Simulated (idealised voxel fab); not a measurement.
The name of this process module is voxel wiring stack.
Cross-section cut spans 240 nm and uses square cells 5 nm in size.
Cross-section = grid of square cells, listed top down in bands; band = one or more rows. Heads up on the band format: heights come first, top then bottom, in nm. After that it's the materials left to right, each with its width in nm. A single material flagged "everywhere" fills the whole band edge to edge, and "blank" means there's empty space there. Heads up on the height convention: 0 is the point under which the incoming wafer is all one material, and the lowest band has no bottom, it just keeps going down, like "0..down". Graded width ("30..40"): value in top row of band = first number; value in bottom row = second number; row-to-row change constant. "same as before" (step): cross-section cells unchanged, all of them. "Voids lacking openings": sealed empty spaces, 8 cells or more, no open way to top, listed width x height at distance, with distance from the left edge and width, height and distance in nm. Text after the settings on a step's line: the simulator's own remark on that step. overlay nm: for a step with a mask, the amount by which the mask lay right of where it was planned; a negative amount means left of it.

These are the steps we planned for the process
1: RECEIVE: material Si
2: CONFORMAL_DEP: material SiO2, thk nm 15
3: DIRECTIONAL_DEP: material TiN, thk nm 5
4: DIRECTIONAL_DEP: material Ru, thk nm 15
5: PATTERN: tone cover, mask id METAL_1, material resist, width nm 25, pitch nm 55, thk nm 15, overlay nm 0
6: DIRECTIONAL_ETCH: etch materials Ru, depth nm 15
7: DIRECTIONAL_ETCH: etch materials TiN, depth nm 5
8: STRIP: etch materials resist
9: CONFORMAL_DEP: material SiCN, thk nm 5
10: FILL_DEP: material lowk, thk nm 5
11: CMP: height nm 35
12: CONFORMAL_DEP: material SiCN, thk nm 5
13: DIRECTIONAL_DEP: material SiO2, thk nm 30
14: DIRECTIONAL_DEP: material aC, thk nm 10
15: PATTERN: tone open, mask id METAL_2_HOLES, material resist, width nm 15, pitch nm 55, thk nm 25, overlay nm 0
16: DIRECTIONAL_ETCH: etch materials aC, depth nm 10
17: STRIP: etch materials resist
18: DIRECTIONAL_ETCH: etch materials SiO2, depth nm 30
19: STRIP: etch materials aC
20: DIRECTIONAL_DEP: material aC, thk nm 15
21: PATTERN: tone open, mask id METAL_2, material resist, width nm 25, pitch nm 55, thk nm 35, overlay nm 0
22: DIRECTIONAL_ETCH: etch materials aC, depth nm 15
23: STRIP: etch materials resist
24: DIRECTIONAL_ETCH: etch materials SiO2, depth nm 15
25: DIRECTIONAL_ETCH: etch materials SiCN, depth nm 5
26: STRIP: etch materials aC
27: CONFORMAL_DEP: material TiN, thk nm 5
28: FILL_DEP: material Ru, thk nm 5
29: CMP: height nm 70
30: CONFORMAL_DEP: material SiCN, thk nm 5

Cross-section: wafer on arrival = after step 1
* 0..down | Si everywhere
* Voids lacking openings: none

Cross-section, end of module. Start: as above. Plan: as above. Execution: one mistake
* 75..70 | SiCN everywhere
* 70..60 | SiO2 50; TiN 5; Ru 15; TiN 5; SiO2 30; TiN 5; Ru 15; TiN 5; SiO2 30; TiN 5; Ru 15; TiN 5; SiO2 55
* 60..55 | SiO2 50; TiN 5; Ru 5; TiN 15; SiO2 30; TiN 5; Ru 5; TiN 15; SiO2 30; TiN 5; Ru 5; TiN 15; SiO2 55
* 55..40 | SiO2 50; TiN 5; Ru 5; TiN 5; SiO2 40; TiN 5; Ru 5; TiN 5; SiO2 40; TiN 5; Ru 5; TiN 5; SiO2 65
* 40..35 | SiCN 50; TiN 15; SiCN 40; TiN 15; SiCN 40; TiN 15; SiCN 65
* 35..20 | lowk 50; SiCN 5; Ru 20; SiCN 5; lowk 25; SiCN 5; Ru 20; SiCN 5; lowk 25; SiCN 5; Ru 20; SiCN 5; lowk 50
* 20..15 | SiCN 55; TiN 20; SiCN 35; TiN 20; SiCN 35; TiN 20; SiCN 55
* 15..0 | SiO2 everywhere
* 0..down | Si everywhere
* Voids lacking openings: none
What was done differently from what was planned? contrary to plan, step 5 was performed as PATTERN: tone cover, mask id METAL_1, material resist, width nm 20, pitch nm 55, thk nm 15, overlay nm 0
